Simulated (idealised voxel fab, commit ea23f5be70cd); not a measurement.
process module | voxel double patterning
cross-section cut | 170 nm wide | cells 5 nm
A cross-section is a grid of square cells, given in bands from the top down. A band is one or more rows of cells.
Each band's line starts with the height of the band's top and of its bottom, in nm. Then come its materials from left to right, each with its width in nm. One material with "throughout" fills the band from edge to edge. "air" is empty space.
Height 0 is the level under which the wafer as received is all one material. The lowest band goes on downwards, as in "0 down".
A width such as "30 to 40" changes by the same amount from each row of cells to the next, from the band's top row to its bottom row.
"no change" after a step means that no cell of the cross-section changed.
closed voids: empty space of 8 cells or more with no open way to the top, each as width x height at its distance from the left edge, in nm
after a step's settings: what the simulator itself notes on the step
overlay nm, on a step with a mask: how far to the right of its planned place the mask lay; to the left if negative
Each pair below shows a cross-section before one step and the cross-section after it, down to the lowest band that changed. The line under each pair gives the step between them, with its settings. The pairs can come from different runs of this module on the same starting wafer, so a pair continues from the pair above only where its "before" says so.
before
  0 down: Si throughout
  closed voids: none
after
  10 to 0: SiN throughout
  below 0: unchanged
  closed voids: none
the step between: op CONFORMAL_DEP | material SiN | thk nm 10
before: the cross-section after the pair above
after
  20 to 10: SiO2 throughout
  below 10: unchanged
  closed voids: none
the step between: op DIRECTIONAL_DEP | material SiO2 | thk nm 10
before: the cross-section after the pair above
after
  25 to 20: SiCN throughout
  below 20: unchanged
  closed voids: none
the step between: op DIRECTIONAL_DEP | material SiCN | thk nm 5
before: the cross-section after the pair above
after
  40 to 25: aC throughout
  below 25: unchanged
  closed voids: none
the step between: op DIRECTIONAL_DEP | material aC | thk nm 15
before: the cross-section after the pair above
after
  70 to 40: resist 25 | air 15 | resist 35 | air 15 | resist 35 | air 15 | resist 30
  below 40: unchanged
  closed voids: none
the step between: op PATTERN | tone open | mask id FIRST | material resist | width nm 15 | pitch nm 50 | thk nm 30 | overlay nm 0
before: the cross-section after the pair above
after
  55 to 40: resist 25 | air 15 | resist 35 | air 15 | resist 35 | air 15 | resist 30
  40 to 25: aC 25 | air 15 | aC 35 | air 15 | aC 35 | air 15 | aC 30
  below 25: unchanged
  closed voids: none
the step between: op DIRECTIONAL_ETCH | etch materials aC | depth nm 15
before: the cross-section after the pair above
after
  40 to 25: aC 25 | air 15 | aC 35 | air 15 | aC 35 | air 15 | aC 30
  below 25: unchanged
  closed voids: none
the step between: op STRIP | etch materials resist
before: the cross-section after the pair above
after
  40 to 25: aC 25 | air 15 | aC 35 | air 15 | aC 35 | air 15 | aC 30
  25 to 20: SiCN 25 | air 15 | SiCN 35 | air 15 | SiCN 35 | air 15 | SiCN 30
  below 20: unchanged
  closed voids: none
the step between: op DIRECTIONAL_ETCH | etch materials SiCN | depth nm 5
before: the cross-section after the pair above
after
  25 to 20: SiCN 25 | air 15 | SiCN 35 | air 15 | SiCN 35 | air 15 | SiCN 30
  below 20: unchanged
  closed voids: none
the step between: op STRIP | etch materials aC
before: the cross-section after the pair above
after
  40 to 35: aC 25 | air 15 | aC 35 | air 15 | aC 35 | air 15 | aC 30
  35 to 25: aC throughout
  25 to 20: SiCN 25 | aC 15 | SiCN 35 | aC 15 | SiCN 35 | aC 15 | SiCN 30
  below 20: unchanged
  closed voids: none
the step between: op DIRECTIONAL_DEP | material aC | thk nm 15
before: the cross-section after the pair above
after
  70 to 40: resist 50 | air 15 | resist 35 | air 15 | resist 55
  40 to 35: aC 25 | resist 15 | aC 35 | resist 15 | aC 35 | resist 15 | aC 30
  below 35: unchanged
  closed voids: none
the step between: op PATTERN | tone open | mask id SECOND | material resist | width nm 15 | pitch nm 50 | thk nm 30 | overlay nm 0
before: the cross-section after the pair above
after
  55 to 40: resist 50 | air 15 | resist 35 | air 15 | resist 55
  40 to 35: aC 25 | resist 15 | aC 10 | air 15 | aC 10 | resist 15 | aC 10 | air 15 | aC 10 | resist 15 | aC 30
  35 to 25: aC 50 | air 15 | aC 35 | air 15 | aC 55
  below 25: unchanged
  closed voids: none
the step between: op DIRECTIONAL_ETCH | etch materials aC | depth nm 15
before: the cross-section after the pair above
after
  40 to 35: aC 25 | air 15 | aC 10 | air 15 | aC 10 | air 15 | aC 10 | air 15 | aC 10 | air 15 | aC 30
  below 35: unchanged
  closed voids: none
the step between: op STRIP | etch materials resist
before: the cross-section after the pair above
after
  40 to 35: aC 25 | air 15 | aC 10 | air 15 | aC 10 | air 15 | aC 10 | air 15 | aC 10 | air 15 | aC 30
  35 to 25: aC 50 | air 15 | aC 35 | air 15 | aC 55
  25 to 20: SiCN 25 | aC 15 | SiCN 10 | air 15 | SiCN 10 | aC 15 | SiCN 10 | air 15 | SiCN 10 | aC 15 | SiCN 30
  below 20: unchanged
  closed voids: none
the step between: op DIRECTIONAL_ETCH | etch materials SiCN | depth nm 5
before: the cross-section after the pair above
after
  25 to 20: SiCN 25 | air 15 | SiCN 10 | air 15 | SiCN 10 | air 15 | SiCN 10 | air 15 | SiCN 10 | air 15 | SiCN 30
  below 20: unchanged
  closed voids: none
the step between: op STRIP | etch materials aC
before: the cross-section after the pair above
after
  25 to 20: SiCN 25 | air 15 | SiCN 10 | air 15 | SiCN 10 | air 15 | SiCN 10 | air 15 | SiCN 10 | air 15 | SiCN 30
  20 to 10: SiO2 25 | air 15 | SiO2 10 | air 15 | SiO2 10 | air 15 | SiO2 10 | air 15 | SiO2 10 | air 15 | SiO2 30
  below 10: unchanged
  closed voids: none
the step between: op DIRECTIONAL_ETCH | etch materials SiO2 | depth nm 10
before: the cross-section after the pair above
after
  20 to 10: SiO2 25 | air 15 | SiO2 10 | air 15 | SiO2 10 | air 15 | SiO2 10 | air 15 | SiO2 10 | air 15 | SiO2 30
  below 10: unchanged
  closed voids: none
the step between: op STRIP | etch materials SiCN
before
  0 down: Si throughout
  closed voids: none
after
  10 to 0: SiO2 throughout
  below 0: unchanged
  closed voids: none
the step between: op DIRECTIONAL_DEP | material SiO2 | thk nm 10
before: the cross-section after the pair above
after
  15 to 10: SiCN throughout
  below 10: unchanged
  closed voids: none
the step between: op DIRECTIONAL_DEP | material SiCN | thk nm 5
before: the cross-section after the pair above
after
  30 to 15: aC throughout
  below 15: unchanged
  closed voids: none
the step between: op DIRECTIONAL_DEP | material aC | thk nm 15
before: the cross-section after the pair above
after
  60 to 30: resist 25 | air 15 | resist 35 | air 15 | resist 35 | air 15 | resist 30
  below 30: unchanged
  closed voids: none
the step between: op PATTERN | tone open | mask id FIRST | material resist | width nm 15 | pitch nm 50 | thk nm 30 | overlay nm 0
before: the cross-section after the pair above
after
  45 to 30: resist 25 | air 15 | resist 35 | air 15 | resist 35 | air 15 | resist 30
  30 to 15: aC 25 | air 15 | aC 35 | air 15 | aC 35 | air 15 | aC 30
  below 15: unchanged
  closed voids: none
the step between: op DIRECTIONAL_ETCH | etch materials aC | depth nm 15
before: the cross-section after the pair above
after
  30 to 15: aC 25 | air 15 | aC 35 | air 15 | aC 35 | air 15 | aC 30
  below 15: unchanged
  closed voids: none
the step between: op STRIP | etch materials resist
before: the cross-section after the pair above
after
  30 to 15: aC 25 | air 15 | aC 35 | air 15 | aC 35 | air 15 | aC 30
  15 to 10: SiCN 25 | air 15 | SiCN 35 | air 15 | SiCN 35 | air 15 | SiCN 30
  below 10: unchanged
  closed voids: none
the step between: op DIRECTIONAL_ETCH | etch materials SiCN | depth nm 5
before: the cross-section after the pair above
after
  15 to 10: SiCN 25 | air 15 | SiCN 35 | air 15 | SiCN 35 | air 15 | SiCN 30
  below 10: unchanged
  closed voids: none
the step between: op STRIP | etch materials aC
before: the cross-section after the pair above
after
  30 to 25: aC 25 | air 15 | aC 35 | air 15 | aC 35 | air 15 | aC 30
  25 to 15: aC throughout
  15 to 10: SiCN 25 | aC 15 | SiCN 35 | aC 15 | SiCN 35 | aC 15 | SiCN 30
  below 10: unchanged
  closed voids: none
the step between: op DIRECTIONAL_DEP | material aC | thk nm 15
before: the cross-section after the pair above
after
  60 to 30: resist 50 | air 15 | resist 35 | air 15 | resist 55
  30 to 25: aC 25 | resist 15 | aC 35 | resist 15 | aC 35 | resist 15 | aC 30
  below 25: unchanged
  closed voids: none
the step between: op PATTERN | tone open | mask id SECOND | material resist | width nm 15 | pitch nm 50 | thk nm 30 | overlay nm 0
before: the cross-section after the pair above
after
  45 to 30: resist 50 | air 15 | resist 35 | air 15 | resist 55
  30 to 25: aC 25 | resist 15 | aC 10 | air 15 | aC 10 | resist 15 | aC 10 | air 15 | aC 10 | resist 15 | aC 30
  25 to 15: aC 50 | air 15 | aC 35 | air 15 | aC 55
  below 15: unchanged
  closed voids: none
the step between: op DIRECTIONAL_ETCH | etch materials aC | depth nm 15
before: the cross-section after the pair above
after
  30 to 25: aC 25 | air 15 | aC 10 | air 15 | aC 10 | air 15 | aC 10 | air 15 | aC 10 | air 15 | aC 30
  below 25: unchanged
  closed voids: none
the step between: op STRIP | etch materials resist
before: the cross-section after the pair above
after
  30 to 25: aC 25 | air 15 | aC 10 | air 15 | aC 10 | air 15 | aC 10 | air 15 | aC 10 | air 15 | aC 30
  25 to 15: aC 50 | air 15 | aC 35 | air 15 | aC 55
  15 to 10: SiCN 25 | aC 15 | SiCN 10 | air 15 | SiCN 10 | aC 15 | SiCN 10 | air 15 | SiCN 10 | aC 15 | SiCN 30
  below 10: unchanged
  closed voids: none
the step between: op DIRECTIONAL_ETCH | etch materials SiCN | depth nm 5
before: the cross-section after the pair above
after
  15 to 10: SiCN 25 | air 15 | SiCN 10 | air 15 | SiCN 10 | air 15 | SiCN 10 | air 15 | SiCN 10 | air 15 | SiCN 30
  below 10: unchanged
  closed voids: none
the step between: op STRIP | etch materials aC
before: the cross-section after the pair above
after
  15 to 10: SiCN 25 | air 15 | SiCN 10 | air 15 | SiCN 10 | air 15 | SiCN 10 | air 15 | SiCN 10 | air 15 | SiCN 30
  10 to 0: SiO2 25 | air 15 | SiO2 10 | air 15 | SiO2 10 | air 15 | SiO2 10 | air 15 | SiO2 10 | air 15 | SiO2 30
  below 0: unchanged
  closed voids: none
the step between: op DIRECTIONAL_ETCH | etch materials SiO2 | depth nm 10
before: the cross-section after the pair above
after
  10 to 0: SiO2 25 | air 15 | SiO2 10 | air 15 | SiO2 10 | air 15 | SiO2 10 | air 15 | SiO2 10 | air 15 | SiO2 30
  below 0: unchanged
  closed voids: none
the step between: op STRIP | etch materials SiCN
before
  10 to 0: SiO2 throughout
  0 down: Si throughout
  closed voids: none
after
  20 to 10: SiN throughout
  below 10: unchanged
  closed voids: none
the step between: op CONFORMAL_DEP | material SiN | thk nm 10
before: the cross-section after the pair above
after
  25 to 20: SiCN throughout
  below 20: unchanged
  closed voids: none
the step between: op DIRECTIONAL_DEP | material SiCN | thk nm 5
before: the cross-section after the pair above
after
  40 to 25: aC throughout
  below 25: unchanged
  closed voids: none
the step between: op DIRECTIONAL_DEP | material aC | thk nm 15
before: the cross-section after the pair above
after
  70 to 40: resist 25 | air 15 | resist 35 | air 15 | resist 35 | air 15 | resist 30
  below 40: unchanged
  closed voids: none
the step between: op PATTERN | tone open | mask id FIRST | material resist | width nm 15 | pitch nm 50 | thk nm 30 | overlay nm 0
before: the cross-section after the pair above
after
  55 to 40: resist 25 | air 15 | resist 35 | air 15 | resist 35 | air 15 | resist 30
  40 to 25: aC 25 | air 15 | aC 35 | air 15 | aC 35 | air 15 | aC 30
  below 25: unchanged
  closed voids: none
the step between: op DIRECTIONAL_ETCH | etch materials aC | depth nm 15
before: the cross-section after the pair above
after
  40 to 25: aC 25 | air 15 | aC 35 | air 15 | aC 35 | air 15 | aC 30
  below 25: unchanged
  closed voids: none
the step between: op STRIP | etch materials resist
before: the cross-section after the pair above
after
  40 to 25: aC 25 | air 15 | aC 35 | air 15 | aC 35 | air 15 | aC 30
  25 to 20: SiCN 25 | air 15 | SiCN 35 | air 15 | SiCN 35 | air 15 | SiCN 30
  below 20: unchanged
  closed voids: none
the step between: op DIRECTIONAL_ETCH | etch materials SiCN | depth nm 5
before: the cross-section after the pair above
after
  25 to 20: SiCN 25 | air 15 | SiCN 35 | air 15 | SiCN 35 | air 15 | SiCN 30
  below 20: unchanged
  closed voids: none
the step between: op STRIP | etch materials aC
before: the cross-section after the pair above
after
  40 to 35: aC 25 | air 15 | aC 35 | air 15 | aC 35 | air 15 | aC 30
  35 to 25: aC throughout
  25 to 20: SiCN 25 | aC 15 | SiCN 35 | aC 15 | SiCN 35 | aC 15 | SiCN 30
  below 20: unchanged
  closed voids: none
the step between: op DIRECTIONAL_DEP | material aC | thk nm 15
before: the cross-section after the pair above
after
  70 to 40: resist 50 | air 15 | resist 35 | air 15 | resist 55
  40 to 35: aC 25 | resist 15 | aC 35 | resist 15 | aC 35 | resist 15 | aC 30
  below 35: unchanged
  closed voids: none
the step between: op PATTERN | tone open | mask id SECOND | material resist | width nm 15 | pitch nm 50 | thk nm 30 | overlay nm 0
before: the cross-section after the pair above
after
  55 to 40: resist 50 | air 15 | resist 35 | air 15 | resist 55
  40 to 35: aC 25 | resist 15 | aC 10 | air 15 | aC 10 | resist 15 | aC 10 | air 15 | aC 10 | resist 15 | aC 30
  35 to 25: aC 50 | air 15 | aC 35 | air 15 | aC 55
  below 25: unchanged
  closed voids: none
the step between: op DIRECTIONAL_ETCH | etch materials aC | depth nm 15
before: the cross-section after the pair above
after
  40 to 35: aC 25 | air 15 | aC 10 | air 15 | aC 10 | air 15 | aC 10 | air 15 | aC 10 | air 15 | aC 30
  below 35: unchanged
  closed voids: none
the step between: op STRIP | etch materials resist
before: the cross-section after the pair above
after
  40 to 35: aC 25 | air 15 | aC 10 | air 15 | aC 10 | air 15 | aC 10 | air 15 | aC 10 | air 15 | aC 30
  35 to 25: aC 50 | air 15 | aC 35 | air 15 | aC 55
  25 to 20: SiCN 25 | aC 15 | SiCN 10 | air 15 | SiCN 10 | aC 15 | SiCN 10 | air 15 | SiCN 10 | aC 15 | SiCN 30
  below 20: unchanged
  closed voids: none
the step between: op DIRECTIONAL_ETCH | etch materials SiCN | depth nm 5
before: the cross-section after the pair above
after
  25 to 20: SiCN 25 | air 15 | SiCN 10 | air 15 | SiCN 10 | air 15 | SiCN 10 | air 15 | SiCN 10 | air 15 | SiCN 30
  below 20: unchanged
  closed voids: none
the step between: op STRIP | etch materials aC
before: the cross-section after the pair above
after
  20 to 10: SiN throughout
  below 10: unchanged
  closed voids: none
the step between: op STRIP | etch materials SiCN
before
  10 to 0: SiN throughout
  0 down: Si throughout
  closed voids: none
after
  15 to 10: SiO2 throughout
  below 10: unchanged
  closed voids: none
the step between: op DIRECTIONAL_DEP | material SiO2 | thk nm 5
before: the cross-section after the pair above
after
  20 to 15: SiCN throughout
  below 15: unchanged
  closed voids: none
the step between: op DIRECTIONAL_DEP | material SiCN | thk nm 5
before: the cross-section after the pair above
after
  35 to 20: aC throughout
  below 20: unchanged
  closed voids: none
the step between: op DIRECTIONAL_DEP | material aC | thk nm 15
before: the cross-section after the pair above
after
  65 to 35: resist 25 | air 15 | resist 35 | air 15 | resist 35 | air 15 | resist 30
  below 35: unchanged
  closed voids: none
the step between: op PATTERN | tone open | mask id FIRST | material resist | width nm 15 | pitch nm 50 | thk nm 30 | overlay nm 0
before: the cross-section after the pair above
after
  50 to 35: resist 25 | air 15 | resist 35 | air 15 | resist 35 | air 15 | resist 30
  35 to 20: aC 25 | air 15 | aC 35 | air 15 | aC 35 | air 15 | aC 30
  below 20: unchanged
  closed voids: none
the step between: op DIRECTIONAL_ETCH | etch materials aC | depth nm 15
before: the cross-section after the pair above
after
  35 to 20: aC 25 | air 15 | aC 35 | air 15 | aC 35 | air 15 | aC 30
  below 20: unchanged
  closed voids: none
the step between: op STRIP | etch materials resist
before: the cross-section after the pair above
after
  35 to 20: aC 25 | air 15 | aC 35 | air 15 | aC 35 | air 15 | aC 30
  20 to 15: SiCN 25 | air 15 | SiCN 35 | air 15 | SiCN 35 | air 15 | SiCN 30
  below 15: unchanged
  closed voids: none
the step between: op DIRECTIONAL_ETCH | etch materials SiCN | depth nm 5
before: the cross-section after the pair above
after
  20 to 15: SiCN 25 | air 15 | SiCN 35 | air 15 | SiCN 35 | air 15 | SiCN 30
  below 15: unchanged
  closed voids: none
the step between: op STRIP | etch materials aC
before: the cross-section after the pair above
after
  35 to 30: aC 25 | air 15 | aC 35 | air 15 | aC 35 | air 15 | aC 30
  30 to 20: aC throughout
  20 to 15: SiCN 25 | aC 15 | SiCN 35 | aC 15 | SiCN 35 | aC 15 | SiCN 30
  below 15: unchanged
  closed voids: none
the step between: op DIRECTIONAL_DEP | material aC | thk nm 15
before: the cross-section after the pair above
after
  65 to 35: resist 50 | air 15 | resist 35 | air 15 | resist 55
  35 to 30: aC 25 | resist 15 | aC 35 | resist 15 | aC 35 | resist 15 | aC 30
  below 30: unchanged
  closed voids: none
the step between: op PATTERN | tone open | mask id SECOND | material resist | width nm 15 | pitch nm 50 | thk nm 30 | overlay nm 0
before: the cross-section after the pair above
after
  50 to 35: resist 50 | air 15 | resist 35 | air 15 | resist 55
  35 to 30: aC 25 | resist 15 | aC 10 | air 15 | aC 10 | resist 15 | aC 10 | air 15 | aC 10 | resist 15 | aC 30
  30 to 20: aC 50 | air 15 | aC 35 | air 15 | aC 55
  below 20: unchanged
  closed voids: none
the step between: op DIRECTIONAL_ETCH | etch materials aC | depth nm 15
before: the cross-section after the pair above
after
  35 to 30: aC 25 | air 15 | aC 10 | air 15 | aC 10 | air 15 | aC 10 | air 15 | aC 10 | air 15 | aC 30
  below 30: unchanged
  closed voids: none
the step between: op STRIP | etch materials resist
before: the cross-section after the pair above
after
  35 to 30: aC 25 | air 15 | aC 10 | air 15 | aC 10 | air 15 | aC 10 | air 15 | aC 10 | air 15 | aC 30
  30 to 20: aC 50 | air 15 | aC 35 | air 15 | aC 55
  20 to 15: SiCN 25 | aC 15 | SiCN 10 | air 15 | SiCN 10 | aC 15 | SiCN 10 | air 15 | SiCN 10 | aC 15 | SiCN 30
  below 15: unchanged
  closed voids: none
the step between: op DIRECTIONAL_ETCH | etch materials SiCN | depth nm 5
before: the cross-section after the pair above
after
  20 to 15: SiCN 25 | air 15 | SiCN 10 | air 15 | SiCN 10 | air 15 | SiCN 10 | air 15 | SiCN 10 | air 15 | SiCN 30
  below 15: unchanged
  closed voids: none
the step between: op STRIP | etch materials aC
before: the cross-section after the pair above
after
  20 to 15: SiCN 25 | air 15 | SiCN 10 | air 15 | SiCN 10 | air 15 | SiCN 10 | air 15 | SiCN 10 | air 15 | SiCN 30
  15 to 10: SiO2 25 | air 15 | SiO2 10 | air 15 | SiO2 10 | air 15 | SiO2 10 | air 15 | SiO2 10 | air 15 | SiO2 30
  below 10: unchanged
  closed voids: none
the step between: op DIRECTIONAL_ETCH | etch materials SiO2 | depth nm 10
before: the cross-section after the pair above
after
  15 to 10: SiO2 25 | air 15 | SiO2 10 | air 15 | SiO2 10 | air 15 | SiO2 10 | air 15 | SiO2 10 | air 15 | SiO2 30
  below 10: unchanged
  closed voids: none
the step between: op STRIP | etch materials SiCN
before
  40 to 25: aC throughout
  25 to 20: SiCN throughout
  20 to 10: SiO2 throughout
  10 to 0: SiN throughout
  0 down: Si throughout
  closed voids: none
after
  70 to 40: resist 25 | air 20 | resist 30 | air 20 | resist 30 | air 20 | resist 25
  below 40: unchanged
  closed voids: none
the step between: op PATTERN | tone open | mask id FIRST | material resist | width nm 20 | pitch nm 50 | thk nm 30 | overlay nm 0
before: the cross-section after the pair above
after
  55 to 40: resist 25 | air 20 | resist 30 | air 20 | resist 30 | air 20 | resist 25
  40 to 25: aC 25 | air 20 | aC 30 | air 20 | aC 30 | air 20 | aC 25
  below 25: unchanged
  closed voids: none
the step between: op DIRECTIONAL_ETCH | etch materials aC | depth nm 15
before: the cross-section after the pair above
after
  40 to 25: aC 25 | air 20 | aC 30 | air 20 | aC 30 | air 20 | aC 25
  below 25: unchanged
  closed voids: none
the step between: op STRIP | etch materials resist
before: the cross-section after the pair above
after
  40 to 25: aC 25 | air 20 | aC 30 | air 20 | aC 30 | air 20 | aC 25
  25 to 20: SiCN 25 | air 20 | SiCN 30 | air 20 | SiCN 30 | air 20 | SiCN 25
  below 20: unchanged
  closed voids: none
the step between: op DIRECTIONAL_ETCH | etch materials SiCN | depth nm 5
before: the cross-section after the pair above
after
  25 to 20: SiCN 25 | air 20 | SiCN 30 | air 20 | SiCN 30 | air 20 | SiCN 25
  below 20: unchanged
  closed voids: none
the step between: op STRIP | etch materials aC
before: the cross-section after the pair above
after
  40 to 35: aC 25 | air 20 | aC 30 | air 20 | aC 30 | air 20 | aC 25
  35 to 25: aC throughout
  25 to 20: SiCN 25 | aC 20 | SiCN 30 | aC 20 | SiCN 30 | aC 20 | SiCN 25
  below 20: unchanged
  closed voids: none
the step between: op DIRECTIONAL_DEP | material aC | thk nm 15
before: the cross-section after the pair above
after
  70 to 40: resist 50 | air 15 | resist 35 | air 15 | resist 55
  40 to 35: aC 25 | resist 20 | aC 30 | resist 20 | aC 30 | resist 20 | aC 25
  below 35: unchanged
  closed voids: none
the step between: op PATTERN | tone open | mask id SECOND | material resist | width nm 15 | pitch nm 50 | thk nm 30 | overlay nm 0
before: the cross-section after the pair above
after
  55 to 40: resist 50 | air 15 | resist 35 | air 15 | resist 55
  40 to 35: aC 25 | resist 20 | aC 5 | air 15 | aC 10 | resist 20 | aC 5 | air 15 | aC 10 | resist 20 | aC 25
  35 to 25: aC 50 | air 15 | aC 35 | air 15 | aC 55
  below 25: unchanged
  closed voids: none
the step between: op DIRECTIONAL_ETCH | etch materials aC | depth nm 15
before: the cross-section after the pair above
after
  40 to 35: aC 25 | air 20 | aC 5 | air 15 | aC 10 | air 20 | aC 5 | air 15 | aC 10 | air 20 | aC 25
  below 35: unchanged
  closed voids: none
the step between: op STRIP | etch materials resist
before: the cross-section after the pair above
after
  40 to 35: aC 25 | air 20 | aC 5 | air 15 | aC 10 | air 20 | aC 5 | air 15 | aC 10 | air 20 | aC 25
  35 to 25: aC 50 | air 15 | aC 35 | air 15 | aC 55
  25 to 20: SiCN 25 | aC 20 | SiCN 5 | air 15 | SiCN 10 | aC 20 | SiCN 5 | air 15 | SiCN 10 | aC 20 | SiCN 25
  below 20: unchanged
  closed voids: none
the step between: op DIRECTIONAL_ETCH | etch materials SiCN | depth nm 5
before: the cross-section after the pair above
after
  25 to 20: SiCN 25 | air 20 | SiCN 5 | air 15 | SiCN 10 | air 20 | SiCN 5 | air 15 | SiCN 10 | air 20 | SiCN 25
  below 20: unchanged
  closed voids: none
the step between: op STRIP | etch materials aC
before: the cross-section after the pair above
after
  25 to 20: SiCN 25 | air 20 | SiCN 5 | air 15 | SiCN 10 | air 20 | SiCN 5 | air 15 | SiCN 10 | air 20 | SiCN 25
  20 to 10: SiO2 25 | air 20 | SiO2 5 | air 15 | SiO2 10 | air 20 | SiO2 5 | air 15 | SiO2 10 | air 20 | SiO2 25
  below 10: unchanged
  closed voids: none
the step between: op DIRECTIONAL_ETCH | etch materials SiO2 | depth nm 10
before: the cross-section after the pair above
after
  20 to 10: SiO2 25 | air 20 | SiO2 5 | air 15 | SiO2 10 | air 20 | SiO2 5 | air 15 | SiO2 10 | air 20 | SiO2 25
  below 10: unchanged
  closed voids: none
the step between: op STRIP | etch materials SiCN
before
  40 to 35: aC 25 | air 15 | aC 35 | air 15 | aC 35 | air 15 | aC 30
  35 to 25: aC throughout
  25 to 20: SiCN 25 | aC 15 | SiCN 35 | aC 15 | SiCN 35 | aC 15 | SiCN 30
  20 to 10: SiO2 throughout
  10 to 0: SiN throughout
  0 down: Si throughout
  closed voids: none
after
  70 to 40: resist 40 | air 15 | resist 35 | air 15 | resist 65
  40 to 35: aC 25 | resist 15 | aC 35 | resist 15 | aC 35 | resist 15 | aC 30
  below 35: unchanged
  closed voids: none
the step between: op PATTERN | tone open | mask id SECOND | material resist | width nm 15 | pitch nm 50 | thk nm 30 | overlay nm -10
before: the cross-section after the pair above
after
  55 to 40: resist 40 | air 15 | resist 35 | air 15 | resist 65
  40 to 35: aC 25 | resist 15 | air 15 | aC 20 | resist 15 | air 15 | aC 20 | resist 15 | aC 30
  35 to 25: aC 40 | air 15 | aC 35 | air 15 | aC 65
  below 25: unchanged
  closed voids: none
the step between: op DIRECTIONAL_ETCH | etch materials aC | depth nm 15
before: the cross-section after the pair above
after
  40 to 35: aC 25 | air 30 | aC 20 | air 30 | aC 20 | air 15 | aC 30
  below 35: unchanged
  closed voids: none
the step between: op STRIP | etch materials resist
before: the cross-section after the pair above
after
  40 to 35: aC 25 | air 30 | aC 20 | air 30 | aC 20 | air 15 | aC 30
  35 to 25: aC 40 | air 15 | aC 35 | air 15 | aC 65
  25 to 20: SiCN 25 | aC 15 | air 15 | SiCN 20 | aC 15 | air 15 | SiCN 20 | aC 15 | SiCN 30
  below 20: unchanged
  closed voids: none
the step between: op DIRECTIONAL_ETCH | etch materials SiCN | depth nm 5
before: the cross-section after the pair above
after
  25 to 20: SiCN 25 | air 30 | SiCN 20 | air 30 | SiCN 20 | air 15 | SiCN 30
  below 20: unchanged
  closed voids: none
the step between: op STRIP | etch materials aC
before: the cross-section after the pair above
after
  25 to 20: SiCN 25 | air 30 | SiCN 20 | air 30 | SiCN 20 | air 15 | SiCN 30
  20 to 10: SiO2 25 | air 30 | SiO2 20 | air 30 | SiO2 20 | air 15 | SiO2 30
  below 10: unchanged
  closed voids: none
the step between: op DIRECTIONAL_ETCH | etch materials SiO2 | depth nm 10
before: the cross-section after the pair above
after
  20 to 10: SiO2 25 | air 30 | SiO2 20 | air 30 | SiO2 20 | air 15 | SiO2 30
  below 10: unchanged
  closed voids: none
the step between: op STRIP | etch materials SiCN
before
  20 to 10: SiO2 throughout
  10 to 0: SiN throughout
  0 down: Si throughout
  closed voids: none
after
  25 to 20: SiN throughout
  below 20: unchanged
  closed voids: none
the step between: op DIRECTIONAL_DEP | material SiN | thk nm 5
before: the cross-section after the pair above
after
  40 to 25: aC throughout
  below 25: unchanged
  closed voids: none
the step between: op DIRECTIONAL_DEP | material aC | thk nm 15
before: the cross-section after the pair above
after
  70 to 40: resist 25 | air 15 | resist 35 | air 15 | resist 35 | air 15 | resist 30
  below 40: unchanged
  closed voids: none
the step between: op PATTERN | tone open | mask id FIRST | material resist | width nm 15 | pitch nm 50 | thk nm 30 | overlay nm 0
before: the cross-section after the pair above
after
  55 to 40: resist 25 | air 15 | resist 35 | air 15 | resist 35 | air 15 | resist 30
  40 to 25: aC 25 | air 15 | aC 35 | air 15 | aC 35 | air 15 | aC 30
  below 25: unchanged
  closed voids: none
the step between: op DIRECTIONAL_ETCH | etch materials aC | depth nm 15
before: the cross-section after the pair above
after
  40 to 25: aC 25 | air 15 | aC 35 | air 15 | aC 35 | air 15 | aC 30
  below 25: unchanged
  closed voids: none
the step between: op STRIP | etch materials resist
before: the cross-section after the pair above
after
  25 to 20: SiN throughout
  below 20: unchanged
  closed voids: none
the step between: op STRIP | etch materials aC
before
  40 to 25: aC throughout
  25 to 20: SiN throughout
  20 to 10: SiO2 throughout
  10 to 0: SiN throughout
  0 down: Si throughout
  closed voids: none
after
  70 to 40: resist 50 | air 15 | resist 35 | air 15 | resist 55
  below 40: unchanged
  closed voids: none
the step between: op PATTERN | tone open | mask id SECOND | material resist | width nm 15 | pitch nm 50 | thk nm 30 | overlay nm 0
before: the cross-section after the pair above
after
  55 to 40: resist 50 | air 15 | resist 35 | air 15 | resist 55
  40 to 25: aC 50 | air 15 | aC 35 | air 15 | aC 55
  below 25: unchanged
  closed voids: none
the step between: op DIRECTIONAL_ETCH | etch materials aC | depth nm 15
before: the cross-section after the pair above
after
  40 to 25: aC 50 | air 15 | aC 35 | air 15 | aC 55
  below 25: unchanged
  closed voids: none
the step between: op STRIP | etch materials resist
before: the cross-section after the pair above
after
  25 to 20: SiN throughout
  below 20: unchanged
  closed voids: none
the step between: op STRIP | etch materials aC
before
  40 to 35: aC 25 | air 15 | aC 35 | air 15 | aC 35 | air 15 | aC 30
  35 to 25: aC throughout
  25 to 20: SiCN 25 | aC 15 | SiCN 35 | aC 15 | SiCN 35 | aC 15 | SiCN 30
  20 to 10: SiO2 throughout
  10 to 0: SiN throughout
  0 down: Si throughout
  closed voids: none
after
  70 to 40: air 50 | resist 15 | air 35 | resist 15 | air 55
  below 40: unchanged
  closed voids: none
the step between: op PATTERN | tone cover | mask id SECOND | material resist | width nm 15 | pitch nm 50 | thk nm 30 | overlay nm 0
before: the cross-section after the pair above
after
  55 to 40: air 50 | resist 15 | air 35 | resist 15 | air 55
  40 to 25: air 50 | aC 15 | air 35 | aC 15 | air 55
  25 to 20: SiCN 25 | air 15 | SiCN 35 | air 15 | SiCN 35 | air 15 | SiCN 30
  below 20: unchanged
  closed voids: none
the step between: op DIRECTIONAL_ETCH | etch materials aC | depth nm 15
before: the cross-section after the pair above
after
  40 to 25: air 50 | aC 15 | air 35 | aC 15 | air 55
  below 25: unchanged
  closed voids: none
the step between: op STRIP | etch materials resist
before: the cross-section after the pair above
after
  40 to 25: air 50 | aC 15 | air 35 | aC 15 | air 55
  25 to 20: air 50 | SiCN 15 | air 35 | SiCN 15 | air 55
  below 20: unchanged
  closed voids: none
the step between: op DIRECTIONAL_ETCH | etch materials SiCN | depth nm 5
before: the cross-section after the pair above
after
  25 to 20: air 50 | SiCN 15 | air 35 | SiCN 15 | air 55
  below 20: unchanged
  closed voids: none
the step between: op STRIP | etch materials aC
before: the cross-section after the pair above
after
  25 to 20: air 50 | SiCN 15 | air 35 | SiCN 15 | air 55
  20 to 10: air 50 | SiO2 15 | air 35 | SiO2 15 | air 55
  below 10: unchanged
  closed voids: none
the step between: op DIRECTIONAL_ETCH | etch materials SiO2 | depth nm 10
before: the cross-section after the pair above
after
  20 to 10: air 50 | SiO2 15 | air 35 | SiO2 15 | air 55
  below 10: unchanged
  closed voids: none
the step between: op STRIP | etch materials SiCN
